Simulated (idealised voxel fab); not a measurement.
Process module name: voxel released beams
200 nm wide, 5 nm square cells: that's cross-section cut.
Each cross-section below is a grid of square cells, stated as bands in top-down order, with one or more rows of cells making up each band.
The band entry comprises the height of the band's top followed by the height of its bottom, expressed in nm, and subsequently the band's materials from left to right, each stated together with its width in nm. Where a single material is marked with the word "throughout", that material fills the band from edge to edge. The word "air" represents empty space.
Heights from 0 (as-received wafer is one material below). Bottom band endless downward, as "0 nm and below".
You'd read "30->40" like this: the band's top row of cells is as wide as the first number, its bottom row is as wide as the second, and going down, every row changes width by the same amount as the row before did.
You'll sometimes find "no modifications" written for a step, and that's the way of saying that nowhere in the cross-section did a cell change during that step.
You'll see "Completely sealed voids" listing empty spaces that have no way open to the top, as long as they're 8 cells or more; the notation is width x height at distance, where the distance is from the left edge, and all of it is in nm.
On a step's line, text after the settings is the simulator commenting on that step.
On any step carrying a mask, the "overlay nm" setting, if present on the step's line, tells how far right of its planned place the mask lay; negative values point to the left.

Planned process steps
step 1: RECEIVE, material Si
step 2: CONFORMAL_DEP, material SiN, thk nm 5
step 3: DIRECTIONAL_DEP, material SiO2, thk nm 20
step 4: PATTERN, tone open, mask id ANCHOR, material resist, width nm 35, thk nm 15, overlay nm 0
step 5: DIRECTIONAL_ETCH, etch materials SiO2, depth nm 20
step 6: STRIP, etch materials resist
step 7: CONFORMAL_DEP, material polySi, thk nm 15
step 8: DIRECTIONAL_DEP, material aC, thk nm 15
step 9: PATTERN, tone cover, mask id BEAM, material resist, width nm 110, thk nm 30, overlay nm 0
step 10: DIRECTIONAL_ETCH, etch materials aC, depth nm 15
step 11: STRIP, etch materials resist
step 12: DIRECTIONAL_ETCH, etch materials polySi, depth nm 15
step 13: STRIP, etch materials aC
step 14: STRIP, etch materials SiO2

Cross-section: wafer on arrival = after step 1
- 0 nm and below = Si throughout
- Completely sealed voids: none

Post-module cross-section of the first of two wafers (run per plan)
- 40 nm to 25 nm = air=40; polySi=20; air=5; polySi=85; air=50
- 25 nm to 20 nm = air=45; polySi=15; air=5; polySi=15; air=120
- 20 nm to 5 nm = air=45; polySi=35; air=120
- 5 nm to 0 nm = SiN throughout
- 0 nm and below = Si throughout
- Completely sealed voids: none

End-of-module cross-section of the second wafer: identical starting point and process plan to the first, with one processing mistake
- 40 nm to 25 nm = air=40; polySi=110; air=50
- 25 nm to 5 nm = air=50; polySi=30; air=120
- 5 nm to 0 nm = SiN throughout
- 0 nm and below = Si throughout
- Completely sealed voids: none
Nonconformance to the process plan: rather than as planned, step 4 actually ran as PATTERN, tone open, mask id ANCHOR, material resist, width nm 30, thk nm 15, overlay nm 0
Matching per-material cell counts, mismatched positions: that is how the second wafer compares with the first at the end.
